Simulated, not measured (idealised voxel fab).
The name of this process module is voxel lift off.
Shown is cross-section cut, with a width of 300 nm and square cells of size 5 nm.
Notation: cross-section as square-cell grid; stated in bands, top first, going down; one or more cell rows per band.
The band entry comprises the height of the band's top followed by the height of its bottom, expressed in nm, and subsequently the band's materials from left to right, each stated together with its width in nm. Where a single material is marked with the word "edge to edge", that material fills the band from edge to edge. The word "air" represents empty space.
Where do heights start? At 0: under that level the wafer as delivered is made of one material only. And the lowest band has no floor; it just carries on downward, as in "top 0, no bottom".
With a width like "30..40", each row of cells in the band differs from the next by the same amount, the top row carrying the first number and the bottom row the second.
Basically "all unchanged" means that step didn't change any cell in the cross-section.
"Closed void list" specifies each empty space that is not open to the top and that occupies no fewer than 8 cells, using the form width x height at distance, the distance measured from the left edge and all three quantities in nm.
It should be noted that, on the line of a given step, the content following the step's settings is a remark produced by the simulator itself with respect to that step.
Each step line may optionally specify "overlay nm", which for a step with a mask gives the rightward distance between the mask's planned place and where it lay, a negative value indicating the leftward direction.

STEPS PLANNED FOR THE PROCESS
1 RECEIVE | material Si
2 CONFORMAL_DEP | material SiN | thk nm 5
3 PATTERN | tone open | mask id LINES | material resist | width nm 25 | pitch nm 50 | thk nm 20 | overlay nm 0
4 DIRECTIONAL_DEP | material Ru | thk nm 10
5 STRIP | etch materials resist
6 CONFORMAL_DEP | material SiN | thk nm 5

THE CROSS-SECTION HERE SHOWS THE WAFER AS RECEIVED, I.E. IN ITS STATE AFTER STEP 1
	top 0, no bottom | Si edge to edge
	Closed void list: none

FIRST WAFER OF TWO, SECTIONED AT END OF MODULE; RUN WENT PER PLAN
	top 20, bottom 15 | 80 nm air, then 35 nm SiN, then 15 nm air, then 35 nm SiN, then 15 nm air, then 35 nm SiN, then 85 nm air
	top 15, bottom 10 | 80 nm air, then 5 nm SiN, then 25 nm Ru, then 5 nm SiN, then 15 nm air, then 5 nm SiN, then 25 nm Ru, then 5 nm SiN, then 15 nm air, then 5 nm SiN, then 25 nm Ru, then 5 nm SiN, then 85 nm air
	top 10, bottom 5 | 85 nm SiN, then 25 nm Ru, then 25 nm SiN, then 25 nm Ru, then 25 nm SiN, then 25 nm Ru, then 90 nm SiN
	top 5, bottom 0 | SiN edge to edge
	top 0, no bottom | Si edge to edge
	Closed void list: none

CROSS-SECTIONAL IMAGE OF THE SECOND WAFER OF THE TWO FOLLOWING COMPLETION OF THE MODULE. STARTING STATE AND PROCESS PLAN WERE THE SAME AS FOR THE FIRST WAFER; ONE EXECUTION ERROR OCCURRED
	top 20, bottom 15 | 80 nm air, then 40 nm SiN, then 10 nm air, then 40 nm SiN, then 10 nm air, then 40 nm SiN, then 80 nm air
	top 15, bottom 10 | 80 nm air, then 5 nm SiN, then 30 nm Ru, then 5 nm SiN, then 10 nm air, then 5 nm SiN, then 30 nm Ru, then 5 nm SiN, then 10 nm air, then 5 nm SiN, then 30 nm Ru, then 5 nm SiN, then 80 nm air
	top 10, bottom 5 | 85 nm SiN, then 30 nm Ru, then 20 nm SiN, then 30 nm Ru, then 20 nm SiN, then 30 nm Ru, then 85 nm SiN
	top 5, bottom 0 | SiN edge to edge
	top 0, no bottom | Si edge to edge
	Closed void list: none
Processing error: not per plan at step 3, really ran PATTERN | tone open | mask id LINES | material resist | width nm 30 | pitch nm 50 | thk nm 20 | overlay nm 0
Final difference in cells, second wafer against first, listed per material as more or fewer: Ru +6
